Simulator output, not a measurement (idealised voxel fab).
The process module presented herein is designated voxel self aligned vias.
Square cell edge 5 nm, section width 240 nm, ID cut.
Cross-section spec: square-cell grid; bands listed top down; each band is one or more rows. The entry gives the band's vertical extent as a top height and a bottom height in nm, then its horizontal make-up as materials from left to right, each with a width in nm. "blank" stands for empty space; a single material marked "full width" fills the band edge to edge. Basically, 0 is our baseline, since under it the wafer straight out of the box is all one material. The bottom band has no lower end and keeps on going down, so it looks like "0..down". It should be noted that a width expressed as "30..40" varies in equal increments from row to row of cells within the band, taking the value of the first number at the top row and that of the second number at the bottom row. Any step labelled "no modifications" changed none of the cells in the cross-section. Voids not open to the top, 8 cells minimum: see "Closed void inventory". Written width x height at distance; distance is from the left edge; nm. Anything after a step's settings on that line? It's the simulator's own note about the step. For masked steps, "overlay nm" on the step line gives how far right of plan the mask actually lay; a minus sign means it lay to the left.

### Planned step list for the process
- 1: RECEIVE | material Si
- 2: CONFORMAL_DEP | material SiO2 | thk nm 15
- 3: CONFORMAL_DEP | material SiCN | thk nm 5
- 4: DIRECTIONAL_DEP | material SiO2 | thk nm 20
- 5: DIRECTIONAL_DEP | material aC | thk nm 10
- 6: PATTERN | tone open | mask id LINES | material resist | width nm 25 | pitch nm 55 | thk nm 30 | overlay nm 0
- 7: DIRECTIONAL_ETCH | etch materials aC | depth nm 10
- 8: STRIP | etch materials resist
- 9: DIRECTIONAL_ETCH | etch materials SiO2 | depth nm 20
- 10: STRIP | etch materials aC
- 11: CONFORMAL_DEP | material TiN | thk nm 5
- 12: FILL_DEP | material W | thk nm 5
- 13: CMP | height nm 40
- 14: SELECTIVE_ETCH | etch materials W Ru TiN | depth nm 5
- 15: FILL_DEP | material SiN | thk nm 5
- 16: CMP | height nm 40
- 17: DIRECTIONAL_DEP | material SiO2 | thk nm 20
- 18: DIRECTIONAL_DEP | material aC | thk nm 10
- 19: PATTERN | tone open | mask id VIAS | material resist | width nm 35 | pitch nm 55 | thk nm 25 | overlay nm 0
- 20: DIRECTIONAL_ETCH | etch materials aC | depth nm 10
- 21: STRIP | etch materials resist
- 22: DIRECTIONAL_ETCH | etch materials SiO2 | depth nm 20
- 23: DIRECTIONAL_ETCH | etch materials SiN | depth nm 5
- 24: STRIP | etch materials aC
- 25: CONFORMAL_DEP | material TiN | thk nm 5
- 26: FILL_DEP | material Ru | thk nm 5
- 27: CMP | height nm 60
- 28: CONFORMAL_DEP | material SiN | thk nm 5

### First of two wafers - as planned

### Cross-section, incoming material, after step 1
    0..down  Si full width
    Closed void inventory: none

### Upon completion of step 2, the wafer appears in cross-section as shown
    15..0  SiO2 full width
    Heights below 0 show no change.

### Upon completion of step 3, the wafer appears in cross-section as shown
    20..15  SiCN full width
    Heights below 15 show no change.

### Upon completion of step 4, the wafer appears in cross-section as shown
    40..20  SiO2 full width
    Heights below 20 show no change.

### Upon completion of step 5, the wafer appears in cross-section as shown
    50..40  aC full width
    Heights below 40 show no change.

### Upon completion of step 6, the wafer appears in cross-section as shown
    80..50  resist: 80, then blank: 25, then resist: 30, then blank: 25, then resist: 80
    Heights below 50 show no change.

### Upon completion of step 7, the wafer appears in cross-section as shown
    70..50  resist: 80, then blank: 25, then resist: 30, then blank: 25, then resist: 80
    50..40  aC: 80, then blank: 25, then aC: 30, then blank: 25, then aC: 80
    Heights below 40 show no change.

### Upon completion of step 8, the wafer appears in cross-section as shown
    50..40  aC: 80, then blank: 25, then aC: 30, then blank: 25, then aC: 80
    Heights below 40 show no change.

### Upon completion of step 9, the wafer appears in cross-section as shown
    50..40  aC: 80, then blank: 25, then aC: 30, then blank: 25, then aC: 80
    40..20  SiO2: 80, then blank: 25, then SiO2: 30, then blank: 25, then SiO2: 80
    Heights below 20 show no change.

### Upon completion of step 10, the wafer appears in cross-section as shown
    40..20  SiO2: 80, then blank: 25, then SiO2: 30, then blank: 25, then SiO2: 80
    Heights below 20 show no change.

### Upon completion of step 11, the wafer appears in cross-section as shown
    45..40  TiN: 85, then blank: 15, then TiN: 40, then blank: 15, then TiN: 85
    40..25  SiO2: 80, then TiN: 5, then blank: 15, then TiN: 5, then SiO2: 30, then TiN: 5, then blank: 15, then TiN: 5, then SiO2: 80
    25..20  SiO2: 80, then TiN: 25, then SiO2: 30, then TiN: 25, then SiO2: 80
    Heights below 20 show no change.

### Upon completion of step 12, the wafer appears in cross-section as shown
    50..45  W full width
    45..40  TiN: 85, then W: 15, then TiN: 40, then W: 15, then TiN: 85
    40..25  SiO2: 80, then TiN: 5, then W: 15, then TiN: 5, then SiO2: 30, then TiN: 5, then W: 15, then TiN: 5, then SiO2: 80
    Heights below 25 show no change.

### Upon completion of step 13, the wafer appears in cross-section as shown
    40..25  SiO2: 80, then TiN: 5, then W: 15, then TiN: 5, then SiO2: 30, then TiN: 5, then W: 15, then TiN: 5, then SiO2: 80
    Heights below 25 show no change.

### Upon completion of step 14, the wafer appears in cross-section as shown
    40..35  SiO2: 80, then blank: 25, then SiO2: 30, then blank: 25, then SiO2: 80
    Heights below 35 show no change.

### Upon completion of step 15, the wafer appears in cross-section as shown
    45..40  SiN full width
    40..35  SiO2: 80, then SiN: 25, then SiO2: 30, then SiN: 25, then SiO2: 80
    Heights below 35 show no change.

### Upon completion of step 16, the wafer appears in cross-section as shown
    40..35  SiO2: 80, then SiN: 25, then SiO2: 30, then SiN: 25, then SiO2: 80
    Heights below 35 show no change.

### Upon completion of step 17, the wafer appears in cross-section as shown
    60..40  SiO2 full width
    Heights below 40 show no change.

### Upon completion of step 18, the wafer appears in cross-section as shown
    70..60  aC full width
    Heights below 60 show no change.

### Upon completion of step 19, the wafer appears in cross-section as shown
    95..70  resist: 75, then blank: 35, then resist: 20, then blank: 35, then resist: 75
    Heights below 70 show no change.

### Upon completion of step 20, the wafer appears in cross-section as shown
    85..70  resist: 75, then blank: 35, then resist: 20, then blank: 35, then resist: 75
    70..60  aC: 75, then blank: 35, then aC: 20, then blank: 35, then aC: 75
    Heights below 60 show no change.

### Upon completion of step 21, the wafer appears in cross-section as shown
    70..60  aC: 75, then blank: 35, then aC: 20, then blank: 35, then aC: 75
    Heights below 60 show no change.

### Upon completion of step 22, the wafer appears in cross-section as shown
    70..60  aC: 75, then blank: 35, then aC: 20, then blank: 35, then aC: 75
    60..40  SiO2: 75, then blank: 35, then SiO2: 20, then blank: 35, then SiO2: 75
    Heights below 40 show no change.

### Upon completion of step 23, the wafer appears in cross-section as shown
    70..60  aC: 75, then blank: 35, then aC: 20, then blank: 35, then aC: 75
    60..40  SiO2: 75, then blank: 35, then SiO2: 20, then blank: 35, then SiO2: 75
    40..35  SiO2: 80, then blank: 25, then SiO2: 30, then blank: 25, then SiO2: 80
    Heights below 35 show no change.

### Upon completion of step 24, the wafer appears in cross-section as shown
    60..40  SiO2: 75, then blank: 35, then SiO2: 20, then blank: 35, then SiO2: 75
    Heights below 40 show no change.

### Upon completion of step 25, the wafer appears in cross-section as shown
    65..60  TiN: 80, then blank: 25, then TiN: 30, then blank: 25, then TiN: 80
    60..45  SiO2: 75, then TiN: 5, then blank: 25, then TiN: 5, then SiO2: 20, then TiN: 5, then blank: 25, then TiN: 5, then SiO2: 75
    45..40  SiO2: 75, then TiN: 10, then blank: 15, then TiN: 10, then SiO2: 20, then TiN: 10, then blank: 15, then TiN: 10, then SiO2: 75
    40..35  SiO2: 80, then TiN: 25, then SiO2: 30, then TiN: 25, then SiO2: 80
    Heights below 35 show no change.

### Upon completion of step 26, the wafer appears in cross-section as shown
    70..65  Ru full width
    65..60  TiN: 80, then Ru: 25, then TiN: 30, then Ru: 25, then TiN: 80
    60..45  SiO2: 75, then TiN: 5, then Ru: 25, then TiN: 5, then SiO2: 20, then TiN: 5, then Ru: 25, then TiN: 5, then SiO2: 75
    45..40  SiO2: 75, then TiN: 10, then Ru: 15, then TiN: 10, then SiO2: 20, then TiN: 10, then Ru: 15, then TiN: 10, then SiO2: 75
    Heights below 40 show no change.

### Upon completion of step 27, the wafer appears in cross-section as shown
    60..45  SiO2: 75, then TiN: 5, then Ru: 25, then TiN: 5, then SiO2: 20, then TiN: 5, then Ru: 25, then TiN: 5, then SiO2: 75
    Heights below 45 show no change.

### Upon completion of step 28, the wafer appears in cross-section as shown
    65..60  SiN full width
    Heights below 60 show no change.

### The remaining wafer, second of the two, started like the first and was run to the same plan, except that one mistake was made along the way; the two coincide through step 24, inclusive

### Second wafer: cross-section at the scheduled end of step 25
    65..45  SiO2: 80, then blank: 25, then SiO2: 30, then blank: 25, then SiO2: 80
    45..40  SiO2: 85, then blank: 15, then SiO2: 40, then blank: 15, then SiO2: 85
    40..35  SiO2 full width
    Heights below 35 show no change.

### Second wafer: cross-section at the scheduled end of step 26
    70..65  Ru full width
    65..45  SiO2: 80, then Ru: 25, then SiO2: 30, then Ru: 25, then SiO2: 80
    45..40  SiO2: 85, then Ru: 15, then SiO2: 40, then Ru: 15, then SiO2: 85
    Heights below 40 show no change.

### Second wafer: cross-section at the scheduled end of step 27
    60..45  SiO2: 80, then Ru: 25, then SiO2: 30, then Ru: 25, then SiO2: 80
    Heights below 45 show no change.

### Second wafer: cross-section at the scheduled end of step 28
    65..60  SiN full width
    Heights below 60 show no change.
Here's what went sideways: step 25 changed vs plan, executed as CONFORMAL_DEP | material SiO2 | thk nm 5
Once processing is complete, comparing cell counts shows that the second wafer has more or fewer of certain materials than the first: +30 SiO2; -30 TiN
